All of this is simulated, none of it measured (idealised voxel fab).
You're looking at the process module voxel lift off.
The cross-section shown here is cut; it is 195 nm wide and divided into square cells measuring 5 nm on a side.
Cross-section layout: square cells on a grid; listed as bands, top to bottom; a band spans one or more cell rows. Basically the band line says how high the top is and how high the bottom is, in nm, and then what's in it from left to right, every material with its width in nm. Empty space shows up as "air", and if a single material carries "throughout" it runs the full band edge to edge. Heights are expressed relative to 0, this being the level below which the as-received wafer comprises one material exclusively. The lowest band is unbounded in the downward direction and is denoted as in "from 0 down". So if you see something like "30..40" for the width, read it as the top row of the band sitting at the first number and the bottom row at the second, with every row in between moving by the same amount as the last. Given "no change occurred" for a step, no cell of the cross-section differs between before and after that step. Enclosed voids (no open way to top), threshold 8 cells or more, entry "Cavities, closed", notation width x height at distance, distance from left edge, nm. Note: text after step settings on the step line = simulator remark on that step. overlay nm: for a step with a mask, the amount by which the mask lay right of where it was planned; a negative amount means left of it.
The process steps that were planned are listed below:
1 RECEIVE (material Si)
2 CONFORMAL_DEP (material SiO2; thk nm 5)
3 PATTERN (tone open; mask id LINES; material resist; width nm 30; pitch nm 55; thk nm 15; overlay nm 0)
4 DIRECTIONAL_DEP (material Ru; thk nm 5)
5 STRIP (etch materials resist)
6 CONFORMAL_DEP (material SiO2; thk nm 10)
Cross-section of the incoming wafer, state after step 1:
* from 0 down = Si throughout
* Cavities, closed: none
First of two wafers, end-of-module section, run followed plan:
* from 20 to 15 = 45 of air; 50 of SiO2; 5 of air; 50 of SiO2; 45 of air
* from 15 to 10 = SiO2 throughout
* from 10 to 5 = 55 of SiO2; 30 of Ru; 25 of SiO2; 30 of Ru; 55 of SiO2
* from 5 to 0 = SiO2 throughout
* from 0 down = Si throughout
* Cavities, closed: none
Here's the second of our two wafers sectioned at module end. Same start as the first, same plan, but one mistake got made running it:
* from 15 to 0 = SiO2 throughout
* from 0 down = Si throughout
* Cavities, closed: none
It is concluded that the wafer was processed incorrectly with respect to the plan, in that step 4 of the plan was bypassed and not carried out
In the final state, the cell counts of the second wafer exceed or fall short of those of the first for the following materials: Ru -12; SiO2 -8
